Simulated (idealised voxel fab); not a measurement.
The following process module bears the name voxel double patterning.
FYI the section here is cut, 270 nm wide, cells are 5 nm squares.
Throughout this document, each cross-section is represented as a grid of square cells and is presented as a sequence of bands enumerated from the top downward, where a band comprises one or more rows of cells. What a band's entry tells you: where the top is and where the bottom is, as heights in nm, and after that what lies inside, material by material from left to right, each with its width in nm. Empty space is written as the word "empty", and a single material marked with the word "all across" occupies the band from edge to edge. Zero point of the height axis is 0; under it, received wafer = one material. Lowest band: continues down indefinitely, "0 down". You'd read "30->40" like this: the band's top row of cells is as wide as the first number, its bottom row is as wide as the second, and going down, every row changes width by the same amount as the row before did. "no alterations made" -> step changed no cross-section cell. "Enclosed void catalog" contains a list of empty spaces, each no smaller than 8 cells and without an open way to the top, written in the form width x height at distance with the distance from the left edge and all three in nm. Formally, on a step line, whatever follows the settings is a remark that the simulator itself makes on the step. overlay nm: mask right of planned place by this much (step with mask). Neg. = left.
Below is the list of planned process steps:
1 RECEIVE (material Si)
2 CONFORMAL_DEP (material SiO2; thk nm 10)
3 DIRECTIONAL_DEP (material TiN; thk nm 20)
4 DIRECTIONAL_DEP (material SiN; thk nm 5)
5 DIRECTIONAL_DEP (material aC; thk nm 10)
6 PATTERN (tone open; mask id FIRST; material resist; width nm 15; pitch nm 50; thk nm 30; overlay nm 0)
7 DIRECTIONAL_ETCH (etch materials aC; depth nm 10)
8 STRIP (etch materials resist)
9 DIRECTIONAL_ETCH (etch materials SiN; depth nm 5)
10 STRIP (etch materials aC)
11 DIRECTIONAL_DEP (material aC; thk nm 10)
12 PATTERN (tone open; mask id SECOND; material resist; width nm 15; pitch nm 50; thk nm 30; overlay nm 0)
13 DIRECTIONAL_ETCH (etch materials aC; depth nm 10)
14 STRIP (etch materials resist)
15 DIRECTIONAL_ETCH (etch materials SiN; depth nm 5)
16 STRIP (etch materials aC)
17 DIRECTIONAL_ETCH (etch materials TiN; depth nm 20)
18 STRIP (etch materials SiN)
The value of thk nm given for step 4 in the plan refers to the first wafer; the wafers vary in this setting and are alike at the start.
Received condition of the first of several wafers, sectioned: post-step 1:
    0 down | Si all across
    Enclosed void catalog: none
Cross-section of the first of several wafers, taken after step 18, where the module ends:
    30 to 10 | TiN 75; empty 15; TiN 10; empty 15; TiN 10; empty 15; TiN 10; empty 15; TiN 10; empty 15; TiN 80
    10 to 0 | SiO2 all across
    0 down | Si all across
    Enclosed void catalog: none
End of module: cross-section, last of several wafers:
    30 to 10 | TiN all across
    10 to 0 | SiO2 all across
    0 down | Si all across
    Enclosed void catalog: none
Where each wafer stands at the end of the module, a row apiece: cells of each material gained (+) or lost (-) since it was received, then closed voids:
thk nm 5, +108 SiO2, +156 TiN, Enclosed void catalog: none
thk nm 10, +108 SiO2, +216 TiN, Enclosed void catalog: none
thk nm 15, +108 SiO2, +216 TiN, Enclosed void catalog: none
thk nm 20, +108 SiO2, +216 TiN, Enclosed void catalog: none
